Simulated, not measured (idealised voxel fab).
Documented hereafter: the process module known as voxel tone inversion.
Square cells of 5 nm make up the cross-section cut, whose width is 200 nm.
Heads up, the way a cross-section reads in here is a grid of square cells, handed over as bands from the top down, with every band being one or more rows of cells.
Heads up on the band format: heights come first, top then bottom, in nm. After that it's the materials left to right, each with its width in nm. A single material flagged "throughout" fills the whole band edge to edge, and "air" means there's empty space there.
Heights are reckoned from 0. Under this level, the received wafer is all of one material. The bottommost band is open-ended downward, for example "z 0 and below".
You'd read "30..40" like this: the band's top row of cells is as wide as the first number, its bottom row is as wide as the second, and going down, every row changes width by the same amount as the row before did.
Where the words "nothing changed" appear for a step, the cross-section shows no cell changed by that step; every cell remained as before.
For the entry "Completely enclosed voids", the listed items are empty spaces with no open way to the top whose size is 8 cells or more; each item follows the pattern width x height at distance, where distance is from the left edge and all three are in nm.
If you see something after the settings on a step's line, that's the simulator's own remark about that step.
overlay nm: on a step with a mask, how far right of its planned place the mask lay; negative means left.
SO HERE'S THE LINEUP OF PROCESS STEPS WE PLANNED
1,RECEIVE [material Si]
2,CONFORMAL_DEP [material SiCN] [thk nm 10]
3,DIRECTIONAL_DEP [material polySi] [thk nm 15]
4,PATTERN [tone cover] [mask id POSTS] [material resist] [width nm 25] [pitch nm 55] [thk nm 25] [overlay nm 0]
5,DIRECTIONAL_ETCH [etch materials polySi] [depth nm 15]
6,STRIP [etch materials resist]
7,FILL_DEP [material lowk] [thk nm 5]
8,CMP [height nm 25]
9,STRIP [etch materials polySi]
10,CONFORMAL_DEP [material TiN] [thk nm 5]
11,FILL_DEP [material Ru] [thk nm 10]
12,CMP [height nm 25]
13,CONFORMAL_DEP [material SiN] [thk nm 5]
INCOMING WAFER IN CROSS-SECTION (STATE: AFTER STEP 1)
  z 0 and below: Si throughout
  Completely enclosed voids: none
A WAFER AT THE END: THIS START, THIS PLAN, ONE MISTAKE
  z 30 to 25: SiN throughout
  z 25 to 15: Ru (25), TiN (5), lowk (25), TiN (5), Ru (20), TiN (5), lowk (25), TiN (5), Ru (20), TiN (5), lowk (25), TiN (5), Ru (30)
  z 15 to 10: TiN (30), lowk (25), TiN (30), lowk (25), TiN (30), lowk (25), TiN (35)
  z 10 to 0: SiCN throughout
  z 0 and below: Si throughout
  Completely enclosed voids: none
Here's what went sideways: off-plan run, step 4, actual operation and settings PATTERN [tone open] [mask id POSTS] [material resist] [width nm 25] [pitch nm 55] [thk nm 25] [overlay nm 0]
